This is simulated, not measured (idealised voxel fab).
This is a process module. Its name is voxel capacitor over wiring.
The cross-section shown here is cut; it is 275 nm wide and divided into square cells measuring 5 nm on a side.
Cross-sections here: square-cell grids, written as top-down lists of bands, a band being one or more rows of cells.
Band: top and bottom heights (nm) first, top before bottom; then materials from left to right, widths in nm. "throughout" marks a sole material filling the band edge to edge. "empty" denotes empty space.
Measure heights from 0. That's the level where, below it, the as-received wafer is all one material. The lowest band is bottomless and extends downward; write it as in "0 nm and below".
Graded width ("30->40"): value in top row of band = first number; value in bottom row = second number; row-to-row change constant.
It should be understood that the words "all unchanged", when stated for a given step, signify that the cross-section underwent no change in any of its cells during that step.
Look at "Closed void list" for the closed voids: empty spaces with no open path to the top, sized 8 cells or up. Each is width x height at distance, distance from the left edge, all nm.
Past the settings on a step's line: simulator remark, on that step.
overlay nm: mask right of planned place by this much (step with mask). Neg. = left.
-- Planned step list for the process
1,RECEIVE with material Si
2,CONFORMAL_DEP with material SiO2, thk nm 15
3,CONFORMAL_DEP with material SiCN, thk nm 5
4,DIRECTIONAL_DEP with material lowk, thk nm 25
5,PATTERN with tone open, mask id METAL_1, material resist, width nm 20, pitch nm 80, thk nm 15, overlay nm 0
6,DIRECTIONAL_ETCH with etch materials lowk, depth nm 25
7,DIRECTIONAL_ETCH with etch materials SiCN, depth nm 5
8,STRIP with etch materials resist
9,CONFORMAL_DEP with material TiN, thk nm 5
10,FILL_DEP with material W, thk nm 10
11,CMP with height nm 45
12,EPI with material Ru, thk nm 5
13,FILL_DEP with material SiCN, thk nm 5
14,DIRECTIONAL_DEP with material SiO2, thk nm 10
15,PATTERN with tone open, mask id PLUG_1, material resist, width nm 15, thk nm 15, overlay nm 0
16,DIRECTIONAL_ETCH with etch materials SiO2, depth nm 10
17,DIRECTIONAL_ETCH with etch materials SiCN, depth nm 5
18,STRIP with etch materials resist
19,CONFORMAL_DEP with material TiN, thk nm 5
20,FILL_DEP with material W, thk nm 5
21,CMP with height nm 65
22,DIRECTIONAL_DEP with material TiN, thk nm 5
23,DIRECTIONAL_DEP with material SiN, thk nm 5
24,DIRECTIONAL_DEP with material TiN, thk nm 10
25,DIRECTIONAL_DEP with material aC, thk nm 15
26,PATTERN with tone cover, mask id UPPER_PLATE, material resist, width nm 65, thk nm 30, overlay nm 0
27,DIRECTIONAL_ETCH with etch materials aC, depth nm 15
28,STRIP with etch materials resist
29,DIRECTIONAL_ETCH with etch materials TiN, depth nm 10
30,DIRECTIONAL_ETCH with etch materials SiN, depth nm 5
31,STRIP with etch materials aC
32,PATTERN with tone cover, mask id LOWER_PLATE, material resist, width nm 75, thk nm 15, overlay nm 0
33,DIRECTIONAL_ETCH with etch materials TiN, depth nm 5
34,STRIP with etch materials resist
35,FILL_DEP with material SiO2, thk nm 15
36,CMP with height nm 95
37,MASKED_ETCH with tone open, mask id PLUG_2, width nm 15, etch materials SiO2, depth nm 10, overlay nm 0
38,CONFORMAL_DEP with material TiN, thk nm 5
39,FILL_DEP with material Ru, thk nm 5
40,CMP with height nm 95
41,CONFORMAL_DEP with material SiN, thk nm 5
-- What follows covers the first of two wafers; it ran as planned
-- Cross-section of the incoming wafer, state after step 1
- 0 nm and below | Si throughout
- Closed void list: none
-- The following cross-section depicts the wafer upon completion of step 2
- 15 nm to 0 nm | SiO2 throughout
- Below 0, the layers are the same as they were.
-- The following cross-section depicts the wafer upon completion of step 3
- 20 nm to 15 nm | SiCN throughout
- Below 15, the layers are the same as they were.
-- The following cross-section depicts the wafer upon completion of step 4
- 45 nm to 20 nm | lowk throughout
- Below 20, the layers are the same as they were.
-- The following cross-section depicts the wafer upon completion of step 5
- 60 nm to 45 nm | resist 85 nm / empty 20 nm / resist 60 nm / empty 20 nm / resist 90 nm
- Below 45, the layers are the same as they were.
-- The following cross-section depicts the wafer upon completion of step 6
- 60 nm to 45 nm | resist 85 nm / empty 20 nm / resist 60 nm / empty 20 nm / resist 90 nm
- 45 nm to 20 nm | lowk 85 nm / empty 20 nm / lowk 60 nm / empty 20 nm / lowk 90 nm
- Below 20, the layers are the same as they were.
-- The following cross-section depicts the wafer upon completion of step 7
- 60 nm to 45 nm | resist 85 nm / empty 20 nm / resist 60 nm / empty 20 nm / resist 90 nm
- 45 nm to 20 nm | lowk 85 nm / empty 20 nm / lowk 60 nm / empty 20 nm / lowk 90 nm
- 20 nm to 15 nm | SiCN 85 nm / empty 20 nm / SiCN 60 nm / empty 20 nm / SiCN 90 nm
- Below 15, the layers are the same as they were.
-- The following cross-section depicts the wafer upon completion of step 8
- 45 nm to 20 nm | lowk 85 nm / empty 20 nm / lowk 60 nm / empty 20 nm / lowk 90 nm
- Below 20, the layers are the same as they were.
-- The following cross-section depicts the wafer upon completion of step 9
- 50 nm to 45 nm | TiN 90 nm / empty 10 nm / TiN 70 nm / empty 10 nm / TiN 95 nm
- 45 nm to 20 nm | lowk 85 nm / TiN 5 nm / empty 10 nm / TiN 5 nm / lowk 60 nm / TiN 5 nm / empty 10 nm / TiN 5 nm / lowk 90 nm
- 20 nm to 15 nm | SiCN 85 nm / TiN 20 nm / SiCN 60 nm / TiN 20 nm / SiCN 90 nm
- Below 15, the layers are the same as they were.
-- The following cross-section depicts the wafer upon completion of step 10
- 60 nm to 50 nm | W throughout
- 50 nm to 45 nm | TiN 90 nm / W 10 nm / TiN 70 nm / W 10 nm / TiN 95 nm
- 45 nm to 20 nm | lowk 85 nm / TiN 5 nm / W 10 nm / TiN 5 nm / lowk 60 nm / TiN 5 nm / W 10 nm / TiN 5 nm / lowk 90 nm
- Below 20, the layers are the same as they were.
-- The following cross-section depicts the wafer upon completion of step 11
- 45 nm to 20 nm | lowk 85 nm / TiN 5 nm / W 10 nm / TiN 5 nm / lowk 60 nm / TiN 5 nm / W 10 nm / TiN 5 nm / lowk 90 nm
- Below 20, the layers are the same as they were.
-- The following cross-section depicts the wafer upon completion of step 12
- 50 nm to 45 nm | empty 80 nm / Ru 30 nm / empty 50 nm / Ru 30 nm / empty 85 nm
- Below 45, the layers are the same as they were.
-- The following cross-section depicts the wafer upon completion of step 13
- 55 nm to 50 nm | SiCN throughout
- 50 nm to 45 nm | SiCN 80 nm / Ru 30 nm / SiCN 50 nm / Ru 30 nm / SiCN 85 nm
- Below 45, the layers are the same as they were.
-- The following cross-section depicts the wafer upon completion of step 14
- 65 nm to 55 nm | SiO2 throughout
- Below 55, the layers are the same as they were.
-- The following cross-section depicts the wafer upon completion of step 15
- 80 nm to 65 nm | resist 90 nm / empty 15 nm / resist 170 nm
- Below 65, the layers are the same as they were.
-- The following cross-section depicts the wafer upon completion of step 16
- 80 nm to 65 nm | resist 90 nm / empty 15 nm / resist 170 nm
- 65 nm to 55 nm | SiO2 90 nm / empty 15 nm / SiO2 170 nm
- Below 55, the layers are the same as they were.
-- The following cross-section depicts the wafer upon completion of step 17
- 80 nm to 65 nm | resist 90 nm / empty 15 nm / resist 170 nm
- 65 nm to 55 nm | SiO2 90 nm / empty 15 nm / SiO2 170 nm
- 55 nm to 50 nm | SiCN 90 nm / empty 15 nm / SiCN 170 nm
- Below 50, the layers are the same as they were.
-- The following cross-section depicts the wafer upon completion of step 18
- 65 nm to 55 nm | SiO2 90 nm / empty 15 nm / SiO2 170 nm
- Below 55, the layers are the same as they were.
-- The following cross-section depicts the wafer upon completion of step 19
- 70 nm to 65 nm | TiN 95 nm / empty 5 nm / TiN 175 nm
- 65 nm to 55 nm | SiO2 90 nm / TiN 5 nm / empty 5 nm / TiN 5 nm / SiO2 170 nm
- 55 nm to 50 nm | SiCN 90 nm / TiN 15 nm / SiCN 170 nm
- Below 50, the layers are the same as they were.
-- The following cross-section depicts the wafer upon completion of step 20
- 75 nm to 70 nm | W throughout
- 70 nm to 65 nm | TiN 95 nm / W 5 nm / TiN 175 nm
- 65 nm to 55 nm | SiO2 90 nm / TiN 5 nm / W 5 nm / TiN 5 nm / SiO2 170 nm
- Below 55, the layers are the same as they were.
-- The following cross-section depicts the wafer upon completion of step 21
- 65 nm to 55 nm | SiO2 90 nm / TiN 5 nm / W 5 nm / TiN 5 nm / SiO2 170 nm
- Below 55, the layers are the same as they were.
-- The following cross-section depicts the wafer upon completion of step 22
- 70 nm to 65 nm | TiN throughout
- Below 65, the layers are the same as they were.
-- The following cross-section depicts the wafer upon completion of step 23
- 75 nm to 70 nm | SiN throughout
- Below 70, the layers are the same as they were.
-- The following cross-section depicts the wafer upon completion of step 24
- 85 nm to 75 nm | TiN throughout
- Below 75, the layers are the same as they were.
-- The following cross-section depicts the wafer upon completion of step 25
- 100 nm to 85 nm | aC throughout
- Below 85, the layers are the same as they were.
-- The following cross-section depicts the wafer upon completion of step 26
- 130 nm to 100 nm | empty 90 nm / resist 65 nm / empty 120 nm
- Below 100, the layers are the same as they were.
-- The following cross-section depicts the wafer upon completion of step 27
- 115 nm to 100 nm | empty 90 nm / resist 65 nm / empty 120 nm
- 100 nm to 85 nm | empty 90 nm / aC 65 nm / empty 120 nm
- Below 85, the layers are the same as they were.
-- The following cross-section depicts the wafer upon completion of step 28
- 100 nm to 85 nm | empty 90 nm / aC 65 nm / empty 120 nm
- Below 85, the layers are the same as they were.
-- The following cross-section depicts the wafer upon completion of step 29
- 100 nm to 85 nm | empty 90 nm / aC 65 nm / empty 120 nm
- 85 nm to 75 nm | empty 90 nm / TiN 65 nm / empty 120 nm
- Below 75, the layers are the same as they were.
-- The following cross-section depicts the wafer upon completion of step 30
- 100 nm to 85 nm | empty 90 nm / aC 65 nm / empty 120 nm
- 85 nm to 75 nm | empty 90 nm / TiN 65 nm / empty 120 nm
- 75 nm to 70 nm | empty 90 nm / SiN 65 nm / empty 120 nm
- Below 70, the layers are the same as they were.
-- The following cross-section depicts the wafer upon completion of step 31
- 85 nm to 75 nm | empty 90 nm / TiN 65 nm / empty 120 nm
- Below 75, the layers are the same as they were.
-- The following cross-section depicts the wafer upon completion of step 32
- 100 nm to 85 nm | empty 85 nm / resist 75 nm / empty 115 nm
- 85 nm to 75 nm | empty 85 nm / resist 5 nm / TiN 65 nm / resist 5 nm / empty 115 nm
- 75 nm to 70 nm | empty 85 nm / resist 5 nm / SiN 65 nm / resist 5 nm / empty 115 nm
- Below 70, the layers are the same as they were.
-- The following cross-section depicts the wafer upon completion of step 33
- 100 nm to 85 nm | empty 85 nm / resist 75 nm / empty 115 nm
- 85 nm to 75 nm | empty 85 nm / resist 5 nm / TiN 65 nm / resist 5 nm / empty 115 nm
- 75 nm to 70 nm | empty 85 nm / resist 5 nm / SiN 65 nm / resist 5 nm / empty 115 nm
- 70 nm to 65 nm | empty 85 nm / TiN 75 nm / empty 115 nm
- Below 65, the layers are the same as they were.
-- The following cross-section depicts the wafer upon completion of step 34
- 85 nm to 75 nm | empty 90 nm / TiN 65 nm / empty 120 nm
- 75 nm to 70 nm | empty 90 nm / SiN 65 nm / empty 120 nm
- Below 70, the layers are the same as they were.
-- The following cross-section depicts the wafer upon completion of step 35
- 100 nm to 85 nm | SiO2 throughout
- 85 nm to 75 nm | SiO2 90 nm / TiN 65 nm / SiO2 120 nm
- 75 nm to 70 nm | SiO2 90 nm / SiN 65 nm / SiO2 120 nm
- 70 nm to 65 nm | SiO2 85 nm / TiN 75 nm / SiO2 115 nm
- Below 65, the layers are the same as they were.
-- The following cross-section depicts the wafer upon completion of step 36
- 95 nm to 85 nm | SiO2 throughout
- Below 85, the layers are the same as they were.
-- The following cross-section depicts the wafer upon completion of step 37
- 95 nm to 85 nm | SiO2 100 nm / empty 15 nm / SiO2 160 nm
- Below 85, the layers are the same as they were.
-- The following cross-section depicts the wafer upon completion of step 38
- 100 nm to 95 nm | TiN 105 nm / empty 5 nm / TiN 165 nm
- 95 nm to 90 nm | SiO2 100 nm / TiN 5 nm / empty 5 nm / TiN 5 nm / SiO2 160 nm
- 90 nm to 85 nm | SiO2 100 nm / TiN 15 nm / SiO2 160 nm
- Below 85, the layers are the same as they were.
-- The following cross-section depicts the wafer upon completion of step 39
- 105 nm to 100 nm | Ru throughout
- 100 nm to 95 nm | TiN 105 nm / Ru 5 nm / TiN 165 nm
- 95 nm to 90 nm | SiO2 100 nm / TiN 5 nm / Ru 5 nm / TiN 5 nm / SiO2 160 nm
- Below 90, the layers are the same as they were.
-- The following cross-section depicts the wafer upon completion of step 40
- 95 nm to 90 nm | SiO2 100 nm / TiN 5 nm / Ru 5 nm / TiN 5 nm / SiO2 160 nm
- Below 90, the layers are the same as they were.
-- The following cross-section depicts the wafer upon completion of step 41
- 100 nm to 95 nm | SiN throughout
- Below 95, the layers are the same as they were.
-- For the second wafer, take the first wafer's start and plan, then add one mistake made in running it; everything through step 12, that step included, is shared with the first
-- At the planned end of step 13, the second wafer in cross-section
- 60 nm to 55 nm | empty 80 nm / SiO2 30 nm / empty 50 nm / SiO2 30 nm / empty 85 nm
- 55 nm to 50 nm | SiO2 throughout
- 50 nm to 45 nm | SiO2 80 nm / Ru 30 nm / SiO2 50 nm / Ru 30 nm / SiO2 85 nm
- Below 45, the layers are the same as they were.
-- At the planned end of step 14, the second wafer in cross-section
- 65 nm to 60 nm | SiCN throughout
- 60 nm to 55 nm | SiCN 80 nm / SiO2 30 nm / SiCN 50 nm / SiO2 30 nm / SiCN 85 nm
- Below 55, the layers are the same as they were.
-- At the planned end of step 15, the second wafer in cross-section
- 80 nm to 65 nm | resist 90 nm / empty 15 nm / resist 170 nm
- Below 65, the layers are the same as they were.
At the planned end of step 16, the second wafer in cross-section: all unchanged
-- At the planned end of step 17, the second wafer in cross-section
- 80 nm to 65 nm | resist 90 nm / empty 15 nm / resist 170 nm
- 65 nm to 60 nm | SiCN 90 nm / empty 15 nm / SiCN 170 nm
- Below 60, the layers are the same as they were.
-- At the planned end of step 18, the second wafer in cross-section
- 65 nm to 60 nm | SiCN 90 nm / empty 15 nm / SiCN 170 nm
- Below 60, the layers are the same as they were.
-- At the planned end of step 19, the second wafer in cross-section
- 70 nm to 65 nm | TiN 95 nm / empty 5 nm / TiN 175 nm
- 65 nm to 60 nm | SiCN 90 nm / TiN 15 nm / SiCN 170 nm
- Below 60, the layers are the same as they were.
-- At the planned end of step 20, the second wafer in cross-section
- 75 nm to 70 nm | W throughout
- 70 nm to 65 nm | TiN 95 nm / W 5 nm / TiN 175 nm
- Below 65, the layers are the same as they were.
-- At the planned end of step 21, the second wafer in cross-section
- 65 nm to 60 nm | SiCN 90 nm / TiN 15 nm / SiCN 170 nm
- Below 60, the layers are the same as they were.
-- At the planned end of step 22, the second wafer in cross-section
- 70 nm to 65 nm | TiN throughout
- Below 65, the layers are the same as they were.
-- At the planned end of step 23, the second wafer in cross-section
- 75 nm to 70 nm | SiN throughout
- Below 70, the layers are the same as they were.
-- At the planned end of step 24, the second wafer in cross-section
- 85 nm to 75 nm | TiN throughout
- Below 75, the layers are the same as they were.
-- At the planned end of step 25, the second wafer in cross-section
- 100 nm to 85 nm | aC throughout
- Below 85, the layers are the same as they were.
-- At the planned end of step 26, the second wafer in cross-section
- 130 nm to 100 nm | empty 90 nm / resist 65 nm / empty 120 nm
- Below 100, the layers are the same as they were.
-- At the planned end of step 27, the second wafer in cross-section
- 115 nm to 100 nm | empty 90 nm / resist 65 nm / empty 120 nm
- 100 nm to 85 nm | empty 90 nm / aC 65 nm / empty 120 nm
- Below 85, the layers are the same as they were.
-- At the planned end of step 28, the second wafer in cross-section
- 100 nm to 85 nm | empty 90 nm / aC 65 nm / empty 120 nm
- Below 85, the layers are the same as they were.
-- At the planned end of step 29, the second wafer in cross-section
- 100 nm to 85 nm | empty 90 nm / aC 65 nm / empty 120 nm
- 85 nm to 75 nm | empty 90 nm / TiN 65 nm / empty 120 nm
- Below 75, the layers are the same as they were.
-- At the planned end of step 30, the second wafer in cross-section
- 100 nm to 85 nm | empty 90 nm / aC 65 nm / empty 120 nm
- 85 nm to 75 nm | empty 90 nm / TiN 65 nm / empty 120 nm
- 75 nm to 70 nm | empty 90 nm / SiN 65 nm / empty 120 nm
- Below 70, the layers are the same as they were.
-- At the planned end of step 31, the second wafer in cross-section
- 85 nm to 75 nm | empty 90 nm / TiN 65 nm / empty 120 nm
- Below 75, the layers are the same as they were.
-- At the planned end of step 32, the second wafer in cross-section
- 100 nm to 85 nm | empty 85 nm / resist 75 nm / empty 115 nm
- 85 nm to 75 nm | empty 85 nm / resist 5 nm / TiN 65 nm / resist 5 nm / empty 115 nm
- 75 nm to 70 nm | empty 85 nm / resist 5 nm / SiN 65 nm / resist 5 nm / empty 115 nm
- Below 70, the layers are the same as they were.
-- At the planned end of step 33, the second wafer in cross-section
- 100 nm to 85 nm | empty 85 nm / resist 75 nm / empty 115 nm
- 85 nm to 75 nm | empty 85 nm / resist 5 nm / TiN 65 nm / resist 5 nm / empty 115 nm
- 75 nm to 70 nm | empty 85 nm / resist 5 nm / SiN 65 nm / resist 5 nm / empty 115 nm
- 70 nm to 65 nm | empty 85 nm / TiN 75 nm / empty 115 nm
- Below 65, the layers are the same as they were.
-- At the planned end of step 34, the second wafer in cross-section
- 85 nm to 75 nm | empty 90 nm / TiN 65 nm / empty 120 nm
- 75 nm to 70 nm | empty 90 nm / SiN 65 nm / empty 120 nm
- Below 70, the layers are the same as they were.
-- At the planned end of step 35, the second wafer in cross-section
- 100 nm to 85 nm | SiO2 throughout
- 85 nm to 75 nm | SiO2 90 nm / TiN 65 nm / SiO2 120 nm
- 75 nm to 70 nm | SiO2 90 nm / SiN 65 nm / SiO2 120 nm
- 70 nm to 65 nm | SiO2 85 nm / TiN 75 nm / SiO2 115 nm
- Below 65, the layers are the same as they were.
-- At the planned end of step 36, the second wafer in cross-section
- 95 nm to 85 nm | SiO2 throughout
- Below 85, the layers are the same as they were.
-- At the planned end of step 37, the second wafer in cross-section
- 95 nm to 85 nm | SiO2 100 nm / empty 15 nm / SiO2 160 nm
- Below 85, the layers are the same as they were.
-- At the planned end of step 38, the second wafer in cross-section
- 100 nm to 95 nm | TiN 105 nm / empty 5 nm / TiN 165 nm
- 95 nm to 90 nm | SiO2 100 nm / TiN 5 nm / empty 5 nm / TiN 5 nm / SiO2 160 nm
- 90 nm to 85 nm | SiO2 100 nm / TiN 15 nm / SiO2 160 nm
- Below 85, the layers are the same as they were.
-- At the planned end of step 39, the second wafer in cross-section
- 105 nm to 100 nm | Ru throughout
- 100 nm to 95 nm | TiN 105 nm / Ru 5 nm / TiN 165 nm
- 95 nm to 90 nm | SiO2 100 nm / TiN 5 nm / Ru 5 nm / TiN 5 nm / SiO2 160 nm
- Below 90, the layers are the same as they were.
-- At the planned end of step 40, the second wafer in cross-section
- 95 nm to 90 nm | SiO2 100 nm / TiN 5 nm / Ru 5 nm / TiN 5 nm / SiO2 160 nm
- Below 90, the layers are the same as they were.
-- At the planned end of step 41, the second wafer in cross-section
- 100 nm to 95 nm | SiN throughout
- Below 95, the layers are the same as they were.
In executing the process, a mistake was made relative to the plan: transposition of steps 13 and 14 relative to the planned sequence
The final cell counts differ between the wafers, with the second having more or fewer of some materials than the first: SiO2: 6 more | TiN: 4 fewer | W: 2 fewer
